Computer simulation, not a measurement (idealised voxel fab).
Process module heading - voxel self aligned vias
Section cut is 300 nm wide and gridded with 5 nm square cells.
In this document a cross-section is written as a grid of square cells. It is given as a series of bands, listed from the top down, and a band is one or more rows of cells. Each band's line starts with the height of the band's top and of its bottom, in nm. Then come its materials from left to right, each with its width in nm. One material with "full width" fills the band from edge to edge. "air" is empty space. Heights are reckoned from 0. Under this level, the received wafer is all of one material. The bottommost band is open-ended downward, for example "0 and below". The notation "30->40" denotes a width that varies across the rows of cells in the band, beginning at the first number in the top row, finishing at the second number in the bottom row, and changing by an identical amount from each row to the next. The designation "no modifications", where it is given for a processing step, indicates that no cell of the cross-section was altered in the course of that step. Look at "Sealed internal cavities" for the closed voids: empty spaces with no open path to the top, sized 8 cells or up. Each is width x height at distance, distance from the left edge, all nm. Heads up: the bit after the settings on a step's line is the simulator's remark on that step. Regarding "overlay nm": on a step with a mask, it is the distance the mask lay to the right of its planned place; a negative value places it to the left.

**Process steps (planned)**
1: RECEIVE [material Si]
2: CONFORMAL_DEP [material SiO2] [thk nm 10]
3: CONFORMAL_DEP [material SiCN] [thk nm 5]
4: DIRECTIONAL_DEP [material lowk] [thk nm 15]
5: PATTERN [tone open] [mask id LINES] [material resist] [width nm 25] [pitch nm 50] [thk nm 20] [overlay nm 0]
6: DIRECTIONAL_ETCH [etch materials lowk] [depth nm 25]
7: STRIP [etch materials resist]
8: CONFORMAL_DEP [material TiN] [thk nm 5]
9: FILL_DEP [material W] [thk nm 5]
10: CMP [height nm 40]
11: SELECTIVE_ETCH [etch materials W Ru TiN] [depth nm 5]
12: FILL_DEP [material SiN] [thk nm 10]
13: CMP [height nm 40]
14: DIRECTIONAL_DEP [material lowk] [thk nm 15]
15: MASKED_ETCH [tone open] [mask id VIAS] [width nm 35] [pitch nm 50] [etch materials lowk] [depth nm 15] [overlay nm 0]
16: MASKED_ETCH [tone open] [mask id VIAS] [width nm 35] [pitch nm 50] [etch materials SiN] [depth nm 5] [overlay nm 0]
17: CONFORMAL_DEP [material TiN] [thk nm 5]
18: FILL_DEP [material Cu] [thk nm 10]
19: CMP [height nm 55]
20: CONFORMAL_DEP [material SiN] [thk nm 5]
The plan's step 4 thk nm is the first wafer's value; the wafers differ in this setting and start identical.

**Cross-section of the first of several received wafers, showing its state after step 1**
0 and below | Si full width
Sealed internal cavities: none

**End of the module, past its last step, step 20: how the first of several wafers looks in cross-section**
60 down to 55 | SiN full width
55 down to 40 | 105 of lowk, then 5 of TiN, then 25 of Cu, then 5 of TiN, then 15 of lowk, then 5 of TiN, then 25 of Cu, then 5 of TiN, then 110 of lowk
40 down to 35 | 105 of SiN, then 35 of TiN, then 15 of SiN, then 35 of TiN, then 110 of SiN
35 down to 30 | 115 of TiN, then 15 of W, then 35 of TiN, then 15 of W, then 120 of TiN
30 down to 20 | 110 of lowk, then 5 of TiN, then 15 of W, then 5 of TiN, then 25 of lowk, then 5 of TiN, then 15 of W, then 5 of TiN, then 115 of lowk
20 down to 15 | 110 of lowk, then 25 of TiN, then 25 of lowk, then 25 of TiN, then 115 of lowk
15 down to 10 | SiCN full width
10 down to 0 | SiO2 full width
0 and below | Si full width
Sealed internal cavities: none

**Cross-section of the last wafer at end of module**
60 down to 55 | SiN full width
55 down to 45 | 105 of lowk, then 5 of TiN, then 25 of Cu, then 5 of TiN, then 15 of lowk, then 5 of TiN, then 25 of Cu, then 5 of TiN, then 110 of lowk
45 down to 40 | 105 of lowk, then 10 of TiN, then 15 of Cu, then 10 of TiN, then 15 of lowk, then 10 of TiN, then 15 of Cu, then 10 of TiN, then 110 of lowk
40 down to 30 | 110 of lowk, then 25 of TiN, then 25 of lowk, then 25 of TiN, then 115 of lowk
30 down to 15 | lowk full width
15 down to 10 | SiCN full width
10 down to 0 | SiO2 full width
0 and below | Si full width
Sealed internal cavities: none

**Quick key for the table: a row per wafer, taken at the end of the module. For each material it tells you how many cells the wafer gained (+) or lost (-) since it came in, and the closed voids come after**
thk nm 15, +30 Cu, +60 SiCN, +106 SiN, +120 SiO2, +98 TiN, +18 W, +288 lowk, Sealed internal cavities: none
thk nm 20, +30 Cu, +60 SiCN, +106 SiN, +120 SiO2, +48 TiN, +18 W, +338 lowk, Sealed internal cavities: none
thk nm 25, +26 Cu, +60 SiCN, +60 SiN, +120 SiO2, +48 TiN, +18 W, +388 lowk, Sealed internal cavities: none
thk nm 30, +26 Cu, +60 SiCN, +60 SiN, +120 SiO2, +44 TiN, +12 W, +398 lowk, Sealed internal cavities: none
thk nm 35, +26 Cu, +60 SiCN, +60 SiN, +120 SiO2, +40 TiN, +6 W, +408 lowk, Sealed internal cavities: none
thk nm 40, +26 Cu, +60 SiCN, +60 SiN, +120 SiO2, +36 TiN, +418 lowk, Sealed internal cavities: none
